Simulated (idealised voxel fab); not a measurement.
process module | voxel double patterning
cross-section cut | 260 nm wide | cells 5 nm
A cross-section is a grid of square cells, given in bands from the top down. A band is one or more rows of cells.
Each band's line starts with the height of the band's top and of its bottom, in nm. Then come its materials from left to right, each with its width in nm. One material with "throughout" fills the band from edge to edge. "air" is empty space.
Height 0 is the level under which the wafer as received is all one material. The lowest band goes on downwards, as in "0 down".
A width such as "30 to 40" changes by the same amount from each row of cells to the next, from the band's top row to its bottom row.
"no change" after a step means that no cell of the cross-section changed.
closed voids: empty space of 8 cells or more with no open way to the top, each as width x height at its distance from the left edge, in nm
after a step's settings: what the simulator itself notes on the step
overlay nm, on a step with a mask: how far to the right of its planned place the mask lay; to the left if negative
plan
1 op RECEIVE | material Si
2 op CONFORMAL_DEP | material SiO2 | thk nm 5
3 op DIRECTIONAL_DEP | material polySi | thk nm 20
4 op DIRECTIONAL_DEP | material SiN | thk nm 5
5 op PATTERN | tone open | mask id FIRST | material resist | width nm 15 | pitch nm 50 | thk nm 20 | overlay nm 0
6 op DIRECTIONAL_ETCH | etch materials SiN | depth nm 5
7 op STRIP | etch materials resist
8 op MASKED_ETCH | tone open | mask id SECOND | width nm 15 | pitch nm 50 | etch materials SiN | depth nm 5 | overlay nm -15
9 op DIRECTIONAL_ETCH | etch materials polySi | depth nm 20
10 op STRIP | etch materials SiN
varied across the wafers: overlay nm of step 8. The plan shows the first wafer's value. All wafers start alike
first wafer as received, after step 1
  0 down: Si throughout
  closed voids: none
each wafer at the end: cells of each material gained (+) or lost (-) since it was received, then its closed voids
overlay nm -15 | +52 SiO2 | +156 polySi | closed voids: none
overlay nm -10 | +52 SiO2 | +148 polySi | closed voids: none
overlay nm -5 | +52 SiO2 | +148 polySi | closed voids: none
overlay nm 0 | +52 SiO2 | +148 polySi | closed voids: none
overlay nm 5 | +52 SiO2 | +148 polySi | closed voids: none
overlay nm 10 | +52 SiO2 | +148 polySi | closed voids: none
overlay nm 15 | +52 SiO2 | +156 polySi | closed voids: none
